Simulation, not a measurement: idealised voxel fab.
The name of this process module is voxel wiring stack.
Pictured: cross-section cut, 245 nm wide, on a grid of 5 nm square cells.
For the purposes of this document, a cross-section shall be understood as a grid of square cells, specified as bands listed in top-to-bottom order, each band consisting of one or more rows of cells.
Per band: top height and bottom height in nm, followed by the left-to-right materials and their widths in nm; "edge to edge" marks a single material spanning edge to edge, "air" marks empty space.
Heads up on the height convention: 0 is the point under which the incoming wafer is all one material, and the lowest band has no bottom, it just keeps going down, like "z 0 and below".
Width "30..40": first value at the band's top row of cells, second value at its bottom row, equal change from row to row.
For the purposes of this document, the phrase "no alterations made" attached to a step denotes that no cell within the cross-section was modified by that step.
The entry "Closed-off voids" lists the empty spaces that cover at least 8 cells and have no open path to the top. Each is written as width x height at distance, where the distance is measured from the left edge and all three values are in nm.
Heads up: the bit after the settings on a step's line is the simulator's remark on that step.
"overlay nm" denotes, for a step that has a mask, the displacement of the mask to the right of its planned place, with negative values corresponding to the left.
## Planned step list for the process
- 1: RECEIVE (material Si)
- 2: CONFORMAL_DEP (material SiO2; thk nm 15)
- 3: DIRECTIONAL_DEP (material TiN; thk nm 5)
- 4: DIRECTIONAL_DEP (material W; thk nm 25)
- 5: MASKED_ETCH (tone cover; mask id METAL_1; width nm 25; pitch nm 50; etch materials W; depth nm 25; overlay nm 0)
- 6: MASKED_ETCH (tone cover; mask id METAL_1; width nm 25; pitch nm 50; etch materials TiN; depth nm 5; overlay nm 0)
- 7: CONFORMAL_DEP (material SiN; thk nm 5)
- 8: FILL_DEP (material SiO2; thk nm 5)
- 9: CMP (height nm 45)
- 10: CONFORMAL_DEP (material SiCN; thk nm 5)
- 11: DIRECTIONAL_DEP (material lowk; thk nm 15)
- 12: DIRECTIONAL_DEP (material aC; thk nm 15)
- 13: PATTERN (tone open; mask id PLUG_1; material resist; width nm 15; thk nm 35; overlay nm 0)
- 14: DIRECTIONAL_ETCH (etch materials aC; depth nm 15)
- 15: STRIP (etch materials resist)
- 16: DIRECTIONAL_ETCH (etch materials lowk; depth nm 15)
- 17: DIRECTIONAL_ETCH (etch materials SiCN; depth nm 5)
- 18: STRIP (etch materials aC)
- 19: EPI (material Ru; thk nm 10)
- 20: EPI (material Ru; thk nm 10)
- 21: DIRECTIONAL_DEP (material TiN; thk nm 5)
- 22: DIRECTIONAL_DEP (material W; thk nm 20)
- 23: PATTERN (tone cover; mask id METAL_2; material resist; width nm 25; pitch nm 50; thk nm 15; overlay nm 0)
- 24: DIRECTIONAL_ETCH (etch materials W; depth nm 20)
- 25: DIRECTIONAL_ETCH (etch materials TiN; depth nm 5)
- 26: STRIP (etch materials resist)
- 27: CONFORMAL_DEP (material SiCN; thk nm 5)
- 28: FILL_DEP (material SiO2; thk nm 5)
- 29: CMP (height nm 90)
- 30: CONFORMAL_DEP (material SiCN; thk nm 5)
- 31: DIRECTIONAL_DEP (material lowk; thk nm 30)
- 32: MASKED_ETCH (tone open; mask id METAL_3; width nm 25; pitch nm 50; etch materials lowk; depth nm 15; overlay nm 0)
- 33: PATTERN (tone open; mask id METAL_3_HOLES; material resist; width nm 15; thk nm 15; overlay nm 0)
- 34: DIRECTIONAL_ETCH (etch materials lowk; depth nm 15)
- 35: DIRECTIONAL_ETCH (etch materials SiCN; depth nm 5)
- 36: STRIP (etch materials resist)
- 37: CONFORMAL_DEP (material TiN; thk nm 5)
- 38: FILL_DEP (material Cu; thk nm 10)
- 39: CMP (height nm 125)
- 40: CONFORMAL_DEP (material SiCN; thk nm 5)
## Delivered wafer in cross-section: state after step 1
> z 0 and below = Si edge to edge
> Closed-off voids: none
## Sectioned view, first of two wafers, at the close of the module, processed as intended in the plan
> z 130 to 125 = SiCN edge to edge
> z 125 to 115 = 85 lowk, 5 TiN, 15 Cu, 5 TiN, 25 lowk, 5 TiN, 15 Cu, 5 TiN, 85 lowk
> z 115 to 110 = 85 lowk, 5 TiN, 5 Cu, 15 TiN, 25 lowk, 25 TiN, 85 lowk
> z 110 to 95 = 85 lowk, 5 TiN, 5 Cu, 5 TiN, 145 lowk
> z 95 to 90 = 85 SiCN, 15 TiN, 145 SiCN
> z 90 to 70 = 80 SiO2, 5 SiCN, 25 W, 5 SiCN, 15 SiO2, 5 SiCN, 25 W, 5 SiCN, 80 SiO2
> z 70 to 65 = 85 SiCN, 25 TiN, 25 SiCN, 25 TiN, 85 SiCN
> z 65 to 50 = 85 lowk, 15 Ru, 145 lowk
> z 50 to 45 = 85 SiCN, 15 Ru, 145 SiCN
> z 45 to 20 = 80 SiO2, 5 SiN, 25 W, 5 SiN, 15 SiO2, 5 SiN, 25 W, 5 SiN, 80 SiO2
> z 20 to 15 = 85 SiN, 25 TiN, 25 SiN, 25 TiN, 85 SiN
> z 15 to 0 = SiO2 edge to edge
> z 0 and below = Si edge to edge
> Closed-off voids: none
## Second wafer of the two, sectioned at the end of the module. It began like the first and followed the same plan, but one mistake was made while running it
> z 130 to 125 = SiCN edge to edge
> z 125 to 115 = 85 lowk, 5 TiN, 15 Cu, 5 TiN, 25 lowk, 5 TiN, 15 Cu, 5 TiN, 85 lowk
> z 115 to 110 = 85 lowk, 5 TiN, 5 Cu, 15 TiN, 25 lowk, 25 TiN, 85 lowk
> z 110 to 95 = 85 lowk, 5 TiN, 5 Cu, 5 TiN, 145 lowk
> z 95 to 90 = 85 SiCN, 15 TiN, 145 SiCN
> z 90 to 85 = SiO2 edge to edge
> z 85 to 80 = 80 SiO2, 35 SiCN, 15 SiO2, 35 SiCN, 80 SiO2
> z 80 to 60 = 80 SiO2, 5 SiCN, 25 W, 5 SiCN, 15 SiO2, 5 SiCN, 25 W, 5 SiCN, 80 SiO2
> z 60 to 55 = 85 SiCN, 25 TiN, 25 SiCN, 25 TiN, 85 SiCN
> z 55 to 40 = 85 lowk, 15 Ru, 145 lowk
> z 40 to 35 = 85 SiCN, 15 Ru, 145 SiCN
> z 35 to 20 = 80 SiO2, 5 SiN, 25 W, 5 SiN, 15 SiO2, 5 SiN, 25 W, 5 SiN, 80 SiO2
> z 20 to 15 = 85 SiN, 25 TiN, 25 SiN, 25 TiN, 85 SiN
> z 15 to 0 = SiO2 edge to edge
> z 0 and below = Si edge to edge
> Closed-off voids: none
What was the processing mistake? step 9 did not use the planned setting and instead ran as CMP (height nm 35)
Materials where the second wafer ends with more or fewer cells than the first: 14 more of SiCN; 8 fewer of SiN; 14 more of SiO2; 20 fewer of W
